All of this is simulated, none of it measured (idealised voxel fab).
process module | voxel transistor to metal
cross-section cut | 215 nm wide | cells 5 nm
A cross-section is a grid of square cells, given in bands from the top down. A band is one or more rows of cells.
Each band's line starts with the height of the band's top and of its bottom, in nm. Then come its materials from left to right, each with its width in nm. One material with "throughout" fills the band from edge to edge. "air" is empty space.
Height 0 is the level under which the wafer as received is all one material. The lowest band goes on downwards, as in "0 down".
A width such as "30 to 40" changes by the same amount from each row of cells to the next, from the band's top row to its bottom row.
"no change" after a step means that no cell of the cross-section changed.
closed voids: empty space of 8 cells or more with no open way to the top, each as width x height at its distance from the left edge, in nm
after a step's settings: what the simulator itself notes on the step
overlay nm, on a step with a mask: how far to the right of its planned place the mask lay; to the left if negative
plan
1 op RECEIVE | material Si
2 op CONFORMAL_DEP | material SiO2 | thk nm 5
3 op CONFORMAL_DEP | material SiN | thk nm 15
4 op MASKED_ETCH | tone cover | mask id ACTIVE | width nm 100 | etch materials SiN | depth nm 15 | overlay nm 0
5 op MASKED_ETCH | tone cover | mask id ACTIVE | width nm 100 | etch materials SiO2 | depth nm 5 | overlay nm 0
6 op MASKED_ETCH | tone cover | mask id ACTIVE | width nm 100 | etch materials Si | depth nm 20 | overlay nm 0
7 op OXIDIZE | depth nm 5
8 op FILL_DEP | material SiO2 | thk nm 10
9 op CMP | height nm 20
10 op SELECTIVE_ETCH | etch materials SiO2 | depth nm 10
11 op STRIP | etch materials SiN
12 op SELECTIVE_ETCH | etch materials SiO2 | depth nm 5
13 op OXIDIZE | depth nm 5
14 op DIRECTIONAL_DEP | material polySi | thk nm 30
15 op DIRECTIONAL_DEP | material SiCN | thk nm 15
16 op DIRECTIONAL_DEP | material aC | thk nm 10
17 op PATTERN | tone cover | mask id GATE | material resist | width nm 20 | thk nm 25 | overlay nm 0
18 op DIRECTIONAL_ETCH | etch materials aC | depth nm 5
19 op STRIP | etch materials resist
20 op DIRECTIONAL_ETCH | etch materials SiCN | depth nm 25
21 op DIRECTIONAL_ETCH | etch materials polySi | depth nm 40
22 op STRIP | etch materials aC
23 op CONFORMAL_DEP | material SiO2 | thk nm 5
24 op DIRECTIONAL_ETCH | etch materials SiO2 | depth nm 5
25 op CONFORMAL_DEP | material SiN | thk nm 10
26 op DIRECTIONAL_ETCH | etch materials SiN | depth nm 10
27 op DIRECTIONAL_ETCH | etch materials SiO2 | depth nm 5
28 op EPI | material SiGe | thk nm 5
29 op FILL_DEP | material SiO2 | thk nm 10
30 op CMP | height nm 45
31 op DIRECTIONAL_DEP | material SiO2 | thk nm 15
32 op DIRECTIONAL_DEP | material aC | thk nm 10
33 op PATTERN | tone open | mask id CONTACT | material resist | width nm 30 | pitch nm 60 | thk nm 30 | overlay nm 0
34 op DIRECTIONAL_ETCH | etch materials aC | depth nm 10
35 op STRIP | etch materials resist
36 op DIRECTIONAL_ETCH | etch materials SiO2 | depth nm 60
37 op STRIP | etch materials aC
38 op CONFORMAL_DEP | material TiN | thk nm 5
39 op FILL_DEP | material Ru | thk nm 5
40 op CMP | height nm 60
41 op DIRECTIONAL_DEP | material TiN | thk nm 5
42 op DIRECTIONAL_DEP | material Ru | thk nm 15
43 op MASKED_ETCH | tone cover | mask id METAL_1 | width nm 20 | pitch nm 70 | etch materials Ru | depth nm 15 | overlay nm 0
44 op MASKED_ETCH | tone cover | mask id METAL_1 | width nm 20 | pitch nm 70 | etch materials TiN | depth nm 5 | overlay nm 0
45 op CONFORMAL_DEP | material SiN | thk nm 5
46 op FILL_DEP | material lowk | thk nm 5
47 op CMP | height nm 80
48 op CONFORMAL_DEP | material SiCN | thk nm 5
49 op DIRECTIONAL_DEP | material SiO2 | thk nm 25
50 op MASKED_ETCH | tone open | mask id METAL_2 | width nm 20 | pitch nm 70 | etch materials SiO2 | depth nm 15 | overlay nm 0
51 op MASKED_ETCH | tone open | mask id METAL_2_HOLES | width nm 15 | pitch nm 70 | etch materials SiO2 | depth nm 10 | overlay nm 0
52 op MASKED_ETCH | tone open | mask id METAL_2_HOLES | width nm 15 | pitch nm 70 | etch materials SiCN | depth nm 5 | overlay nm 0
53 op CONFORMAL_DEP | material TiN | thk nm 5
54 op FILL_DEP | material Cu | thk nm 5
55 op CMP | height nm 110
56 op CONFORMAL_DEP | material SiCN | thk nm 5
varied across the wafers: depth nm of step 18. The plan shows the first wafer's value. All wafers start alike
first wafer as received, after step 1
  0 down: Si throughout
  closed voids: none
each wafer at the end: cells of each material gained (+) or lost (-) since it was received, then its closed voids
depth nm 5 | +14 Cu | +40 Ru | -143 Si | +188 SiCN | +47 SiN | +436 SiO2 | +56 TiN | +93 lowk | +258 polySi | closed voids: none
depth nm 10 | +14 Cu | +74 Ru | -143 Si | +92 SiCN | +6 SiGe | +87 SiN | +650 SiO2 | +92 TiN | +93 lowk | +24 polySi | closed voids: none
depth nm 15 | +14 Cu | +74 Ru | -143 Si | +92 SiCN | +6 SiGe | +87 SiN | +650 SiO2 | +92 TiN | +93 lowk | +24 polySi | closed voids: none
depth nm 20 | +14 Cu | +74 Ru | -143 Si | +92 SiCN | +6 SiGe | +87 SiN | +650 SiO2 | +92 TiN | +93 lowk | +24 polySi | closed voids: none
depth nm 25 | +14 Cu | +74 Ru | -143 Si | +92 SiCN | +6 SiGe | +87 SiN | +650 SiO2 | +92 TiN | +93 lowk | +24 polySi | closed voids: none
